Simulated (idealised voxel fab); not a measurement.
The document below concerns the process module designated voxel ribs on slabs.
Shown is cross-section cut, with a width of 270 nm and square cells of size 5 nm.
If you're reading a cross-section in this doc, picture square cells in a grid; it comes to you as bands, top ones listed first down to the bottom, and a band can be one or more rows of cells. This entry defines a band. It first specifies the height of the band's top and the height of its bottom in nm, and then specifies the band's materials from left to right, stating each material with its width in nm. The word "everywhere" identifies a single material that fills the band from edge to edge, while the word "empty" identifies empty space. Heights are expressed relative to 0, this being the level below which the as-received wafer comprises one material exclusively. The lowest band is unbounded in the downward direction and is denoted as in "0 down". The two numbers in a width such as "30 to 40" mark its ends across the band: the first belongs to the top row of cells, the second to the bottom row, and from each row to the next the width moves by the same amount. "nothing different" for a step: no cell of the cross-section changed in that step. Any empty space of 8 cells or more lacking an open way to the top shows up in "Entrapped void list" as width x height at distance, distance from the left edge, in nm. On each step's line, the part that comes after the settings is the simulator's own comment on the step. overlay nm: for a step with a mask, the amount by which the mask lay right of where it was planned; a negative amount means left of it.

Steps planned for the process
step 1: RECEIVE [material Si]
step 2: DIRECTIONAL_DEP [material SiO2] [thk nm 20]
step 3: DIRECTIONAL_DEP [material polySi] [thk nm 15]
step 4: MASKED_ETCH [tone cover] [mask id RIB] [width nm 30] [etch materials polySi] [depth nm 5] [overlay nm 0]
step 5: PATTERN [tone cover] [mask id SLAB] [material resist] [width nm 60] [thk nm 15] [overlay nm 0]
step 6: DIRECTIONAL_ETCH [etch materials polySi] [depth nm 10]
step 7: STRIP [etch materials resist]
step 8: FILL_DEP [material SiO2] [thk nm 20]
step 9: CMP [height nm 50]
step 10: DIRECTIONAL_DEP [material W] [thk nm 5]
step 11: DIRECTIONAL_DEP [material aC] [thk nm 10]
step 12: PATTERN [tone cover] [mask id HEATER] [material resist] [width nm 40] [thk nm 25] [overlay nm 0]
step 13: DIRECTIONAL_ETCH [etch materials aC] [depth nm 10]
step 14: STRIP [etch materials resist]
step 15: DIRECTIONAL_ETCH [etch materials W] [depth nm 5]
step 16: STRIP [etch materials aC]
step 17: CONFORMAL_DEP [material SiO2] [thk nm 5]

Wafer at receipt (post step 1), cross-section
  0 down = Si everywhere
  Entrapped void list: none

Module complete - cross-section of the first of two wafers, run according to plan
  60 to 55 = 110 of empty; 50 of SiO2; 110 of empty
  55 to 50 = 115 of SiO2; 40 of W; 115 of SiO2
  50 to 35 = SiO2 everywhere
  35 to 30 = 120 of SiO2; 30 of polySi; 120 of SiO2
  30 to 20 = 105 of SiO2; 60 of polySi; 105 of SiO2
  20 to 0 = SiO2 everywhere
  0 down = Si everywhere
  Entrapped void list: none

Here is the second of the two wafers cut open at the end of the module - same start, same plan as the first one, but we made one mistake running it
  60 to 55 = 110 of empty; 50 of SiO2; 110 of empty
  55 to 50 = 115 of SiO2; 40 of W; 115 of SiO2
  50 to 15 = SiO2 everywhere
  15 to 0 = polySi everywhere
  0 down = Si everywhere
  Entrapped void list: none
What was the processing mistake? steps 2 and 3: order swapped relative to plan
Per the end-of-run cell counts, the second wafer holds more or fewer of some materials than the first: SiO2: 132 fewer | polySi: 132 more
